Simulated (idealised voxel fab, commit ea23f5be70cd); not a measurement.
Presented below is a process module, voxel fin reveal.
Cross-section cut spans 155 nm and uses square cells 5 nm in size.
In what follows, cross-sections appear as grids of square cells, described through bands that run from the top down, where every band is one or more rows of cells.
Heights first: top, then bottom, in nm. Then materials, left to right, each with a width in nm. "edge to edge" on a single material: fills the band edge to edge. "blank": empty space.
All heights in this document are referenced to 0, defined as the level beneath which the wafer, as received, consists entirely of one material. The lowest band is not bounded below; it extends indefinitely downward and is written in the form "0 -> down".
With a width like "30->40", each row of cells in the band differs from the next by the same amount, the top row carrying the first number and the bottom row the second.
The designation "nothing was modified", where it is given for a processing step, indicates that no cell of the cross-section was altered in the course of that step.
Empty spaces without an open route to the top, at least 8 cells in extent, make up the entry "Closed cavities"; each is given as width x height at distance, where the distance is measured from the left edge, and all are in nm.
What comes after the settings on a step's line is commentary from the simulator itself on that step.
overlay nm: where the mask lay relative to plan, measured to the right, on steps with a mask; negatives go left.
Process steps (planned)
1: RECEIVE | material Si
2: CONFORMAL_DEP | material SiN | thk nm 10
3: MASKED_ETCH | tone cover | mask id FINS | width nm 15 | pitch nm 35 | etch materials SiN | depth nm 10 | overlay nm 0
4: MASKED_ETCH | tone cover | mask id FINS | width nm 15 | pitch nm 35 | etch materials Si | depth nm 30 | overlay nm 0
5: OXIDIZE | depth nm 5
6: FILL_DEP | material SiO2 | thk nm 15
7: CMP | height nm 10
8: SELECTIVE_ETCH | etch materials SiO2 | depth nm 25
9: STRIP | etch materials SiN
As received, after step 1
- 0 -> down  Si edge to edge
- Closed cavities: none
First of two wafers, end-of-module section, run followed plan
- 0 -> -15  40 of blank; 5 of Si; 30 of blank; 5 of Si; 30 of blank; 5 of Si; 40 of blank
- -15 -> -35  40 of SiO2; 5 of Si; 30 of SiO2; 5 of Si; 30 of SiO2; 5 of Si; 40 of SiO2
- -35 -> down  Si edge to edge
- Closed cavities: none
Wafer two, sectioned after the module: the first wafer's start, the first wafer's plan, and one mistake in how it was run
- 0 -> -35  40 of blank; 5 of Si; 30 of blank; 5 of Si; 30 of blank; 5 of Si; 40 of blank
- -35 -> down  Si edge to edge
- Closed cavities: none
What broke from the plan during processing? twice over, step 8 of the plan was run
at the end the second wafer has, in cells: 112 fewer of SiO2
